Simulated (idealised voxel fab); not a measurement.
Documented hereafter: the process module known as voxel capacitor over wiring.
We display cut, a cross-section 170 nm in width whose square cells are each 5 nm.
Cross-section = grid of square cells, listed top down in bands; band = one or more rows.
Within each band entry, the heights of the top and of the bottom of the band appear first, in that order and in nm; the materials of the band then follow from left to right, each with its corresponding width in nm. The designation "throughout" on a single material indicates that it fills the band from edge to edge; the designation "empty" indicates empty space.
Heights are measured from 0, the level below which the as-received wafer is all one material; the lowest band has no bottom and continues downward, written as in "0 -> down".
The expression "30 to 40" gives the width at the extremes of the band, the first number at its top row of cells and the second at its bottom row, with the width changing by equal amounts from each row to the next in between.
No cell of the cross-section changed in a step that is given as "changes: none".
"Trapped void list" means: voids of 8 cells or more that are shut off from the top with no open way through. Written width x height at distance, distance from the left edge, in nm.
That trailing text on a step's line, after the settings, is the simulator's own remark on the step.
Steps that use a mask can have "overlay nm" on their line. It says how far the mask sat to the right of where it was meant to be. Negative means to the left.

The planned process steps are enumerated hereunder:
1: RECEIVE (material Si)
2: CONFORMAL_DEP (material SiO2; thk nm 10)
3: CONFORMAL_DEP (material SiCN; thk nm 5)
4: DIRECTIONAL_DEP (material lowk; thk nm 25)
5: MASKED_ETCH (tone open; mask id METAL_1; width nm 30; pitch nm 100; etch materials lowk; depth nm 25; overlay nm 0)
6: MASKED_ETCH (tone open; mask id METAL_1; width nm 20; pitch nm 100; etch materials SiCN; depth nm 5; overlay nm 0)
7: CONFORMAL_DEP (material TiN; thk nm 5)
8: FILL_DEP (material Ru; thk nm 5)
9: CMP (height nm 40)
10: CONFORMAL_DEP (material SiCN; thk nm 5)
11: DIRECTIONAL_DEP (material SiO2; thk nm 10)
12: DIRECTIONAL_DEP (material aC; thk nm 10)
13: PATTERN (tone open; mask id PLUG_1; material resist; width nm 15; thk nm 30; overlay nm 0)
14: DIRECTIONAL_ETCH (etch materials aC; depth nm 10)
15: STRIP (etch materials resist)
16: DIRECTIONAL_ETCH (etch materials SiO2; depth nm 10)
17: DIRECTIONAL_ETCH (etch materials SiCN; depth nm 5)
18: STRIP (etch materials aC)
19: EPI (material Ru; thk nm 10)
20: EPI (material Ru; thk nm 5)
21: DIRECTIONAL_DEP (material TiN; thk nm 5)
22: DIRECTIONAL_DEP (material SiN; thk nm 5)
23: DIRECTIONAL_DEP (material TiN; thk nm 5)
24: DIRECTIONAL_DEP (material aC; thk nm 10)
25: PATTERN (tone cover; mask id UPPER_PLATE; material resist; width nm 75; thk nm 30; overlay nm 0)
26: DIRECTIONAL_ETCH (etch materials aC; depth nm 10)
27: STRIP (etch materials resist)
28: DIRECTIONAL_ETCH (etch materials TiN; depth nm 5)
29: DIRECTIONAL_ETCH (etch materials SiN; depth nm 5)
30: STRIP (etch materials aC)
31: PATTERN (tone cover; mask id LOWER_PLATE; material resist; width nm 85; thk nm 20; overlay nm 0)
32: DIRECTIONAL_ETCH (etch materials TiN; depth nm 5)
33: STRIP (etch materials resist)
34: FILL_DEP (material SiO2; thk nm 20)
35: CMP (height nm 85)
36: PATTERN (tone open; mask id PLUG_2; material resist; width nm 15; thk nm 15; overlay nm 0)
37: DIRECTIONAL_ETCH (etch materials SiO2; depth nm 15)
38: STRIP (etch materials resist)
39: CONFORMAL_DEP (material TiN; thk nm 5)
40: FILL_DEP (material W; thk nm 10)
41: CMP (height nm 85)
42: CONFORMAL_DEP (material SiN; thk nm 5)
All wafers enter the flow in the same state. The width nm at step 6 differs from wafer to wafer, and the plan gives the value for the first wafer.

Step 1 complete: as-received cross-section of the first of several wafers:
- 0 -> down | Si throughout
- Trapped void list: none

Where each wafer stands at the end of the module, a row apiece: cells of each material gained (+) or lost (-) since it was received, then closed voids:
width nm 20; +45 Ru; +57 SiCN; +49 SiN; +278 SiO2; +71 TiN; +2 W; +110 lowk; Trapped void list: none
width nm 25; +47 Ru; +55 SiCN; +49 SiN; +278 SiO2; +71 TiN; +2 W; +110 lowk; Trapped void list: none
width nm 30; +49 Ru; +53 SiCN; +49 SiN; +278 SiO2; +71 TiN; +2 W; +110 lowk; Trapped void list: none
width nm 35; +49 Ru; +53 SiCN; +49 SiN; +278 SiO2; +71 TiN; +2 W; +110 lowk; Trapped void list: none
width nm 40; +49 Ru; +53 SiCN; +49 SiN; +278 SiO2; +71 TiN; +2 W; +110 lowk; Trapped void list: none
